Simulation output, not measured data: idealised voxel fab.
This section sets out a process module, namely voxel plated lines.
The cross-section shown here is cut; it is 225 nm wide and divided into square cells measuring 5 nm on a side.
This document writes a cross-section as a grid whose cells are square, and gives it as bands, listed from the top down; one or more rows of cells form a band.
Heads up on the band format: heights come first, top then bottom, in nm. After that it's the materials left to right, each with its width in nm. A single material flagged "everywhere" fills the whole band edge to edge, and "air" means there's empty space there.
Below 0: as-received wafer, all one material; heights counted from there. Lowest band: no bottom, goes on down, written "0 and below".
Width spec "30..40" -> top row of cells at first value, bottom row at second value, equal per-row change in between.
Reading "no modifications" for a step: not a cell of the cross-section changed in it.
Empty spaces counting at least 8 cells and having no open way to the top are listed in "Entrapped void list". The notation width x height at distance is used for each, the distance being from the left edge and all three values in nm.
What comes after the settings on a step's line is commentary from the simulator itself on that step.
overlay nm, on a step with a mask: how far to the right of its planned place the mask lay; to the left if negative

### Process steps (planned)
1) op RECEIVE | material Si
2) op CONFORMAL_DEP | material Al2O3 | thk nm 15
3) op DIRECTIONAL_DEP | material TiN | thk nm 5
4) op PATTERN | tone open | mask id LINES | material resist | width nm 20 | pitch nm 45 | thk nm 30 | overlay nm 0
5) op EPI | material Ru | thk nm 5
6) op EPI | material Ru | thk nm 10
7) op STRIP | etch materials resist
8) op DIRECTIONAL_ETCH | etch materials TiN | depth nm 5
9) op CONFORMAL_DEP | material SiN | thk nm 5

### The first of two wafers, run as planned

### The cross-section here shows the wafer as received, i.e. in its state after step 1
0 and below | Si everywhere
Entrapped void list: none

### Wafer section view after processing step 2
15 down to 0 | Al2O3 everywhere
Rest of section, below 0: as before.

### Wafer section view after processing step 3
20 down to 15 | TiN everywhere
Rest of section, below 15: as before.

### Wafer section view after processing step 4
50 down to 20 | resist=35, then air=20, then resist=25, then air=20, then resist=25, then air=20, then resist=25, then air=20, then resist=35
Rest of section, below 20: as before.

### Wafer section view after processing step 5
50 down to 25 | resist=35, then air=20, then resist=25, then air=20, then resist=25, then air=20, then resist=25, then air=20, then resist=35
25 down to 20 | resist=35, then Ru=20, then resist=25, then Ru=20, then resist=25, then Ru=20, then resist=25, then Ru=20, then resist=35
Rest of section, below 20: as before.

### Wafer section view after processing step 6
50 down to 35 | resist=35, then air=20, then resist=25, then air=20, then resist=25, then air=20, then resist=25, then air=20, then resist=35
35 down to 20 | resist=35, then Ru=20, then resist=25, then Ru=20, then resist=25, then Ru=20, then resist=25, then Ru=20, then resist=35
Rest of section, below 20: as before.

### Wafer section view after processing step 7
35 down to 20 | air=35, then Ru=20, then air=25, then Ru=20, then air=25, then Ru=20, then air=25, then Ru=20, then air=35
Rest of section, below 20: as before.

### Wafer section view after processing step 8
35 down to 20 | air=35, then Ru=20, then air=25, then Ru=20, then air=25, then Ru=20, then air=25, then Ru=20, then air=35
20 down to 15 | air=35, then TiN=20, then air=25, then TiN=20, then air=25, then TiN=20, then air=25, then TiN=20, then air=35
Rest of section, below 15: as before.

### Wafer section view after processing step 9
40 down to 35 | air=30, then SiN=30, then air=15, then SiN=30, then air=15, then SiN=30, then air=15, then SiN=30, then air=30
35 down to 20 | air=30, then SiN=5, then Ru=20, then SiN=5, then air=15, then SiN=5, then Ru=20, then SiN=5, then air=15, then SiN=5, then Ru=20, then SiN=5, then air=15, then SiN=5, then Ru=20, then SiN=5, then air=30
20 down to 15 | SiN=35, then TiN=20, then SiN=25, then TiN=20, then SiN=25, then TiN=20, then SiN=25, then TiN=20, then SiN=35
Rest of section, below 15: as before.

### Wafer two of two - same starting point, same process plan, one mistake in execution; matches wafer one up to and including step 1

### Planned end of step 2: second wafer, cross-section
15 down to 0 | TiN everywhere
Rest of section, below 0: as before.

### Planned end of step 3: second wafer, cross-section
20 down to 0 | TiN everywhere
Rest of section, below 0: as before.

### Planned end of step 4: second wafer, cross-section
50 down to 20 | resist=35, then air=20, then resist=25, then air=20, then resist=25, then air=20, then resist=25, then air=20, then resist=35
Rest of section, below 20: as before.

### Planned end of step 5: second wafer, cross-section
50 down to 25 | resist=35, then air=20, then resist=25, then air=20, then resist=25, then air=20, then resist=25, then air=20, then resist=35
25 down to 20 | resist=35, then Ru=20, then resist=25, then Ru=20, then resist=25, then Ru=20, then resist=25, then Ru=20, then resist=35
Rest of section, below 20: as before.

### Planned end of step 6: second wafer, cross-section
50 down to 35 | resist=35, then air=20, then resist=25, then air=20, then resist=25, then air=20, then resist=25, then air=20, then resist=35
35 down to 20 | resist=35, then Ru=20, then resist=25, then Ru=20, then resist=25, then Ru=20, then resist=25, then Ru=20, then resist=35
Rest of section, below 20: as before.

### Planned end of step 7: second wafer, cross-section
35 down to 20 | air=35, then Ru=20, then air=25, then Ru=20, then air=25, then Ru=20, then air=25, then Ru=20, then air=35
Rest of section, below 20: as before.

### Planned end of step 8: second wafer, cross-section
35 down to 20 | air=35, then Ru=20, then air=25, then Ru=20, then air=25, then Ru=20, then air=25, then Ru=20, then air=35
20 down to 15 | air=35, then TiN=20, then air=25, then TiN=20, then air=25, then TiN=20, then air=25, then TiN=20, then air=35
Rest of section, below 15: as before.

### Planned end of step 9: second wafer, cross-section
40 down to 35 | air=30, then SiN=30, then air=15, then SiN=30, then air=15, then SiN=30, then air=15, then SiN=30, then air=30
35 down to 20 | air=30, then SiN=5, then Ru=20, then SiN=5, then air=15, then SiN=5, then Ru=20, then SiN=5, then air=15, then SiN=5, then Ru=20, then SiN=5, then air=15, then SiN=5, then Ru=20, then SiN=5, then air=30
20 down to 15 | SiN=35, then TiN=20, then SiN=25, then TiN=20, then SiN=25, then TiN=20, then SiN=25, then TiN=20, then SiN=35
Rest of section, below 15: as before.
what went wrong: contrary to plan, step 2 was performed as op CONFORMAL_DEP | material TiN | thk nm 15
Wrapping up, a cell-based count of both wafers puts the second over or under the first for these materials: -135 Al2O3 | +135 TiN
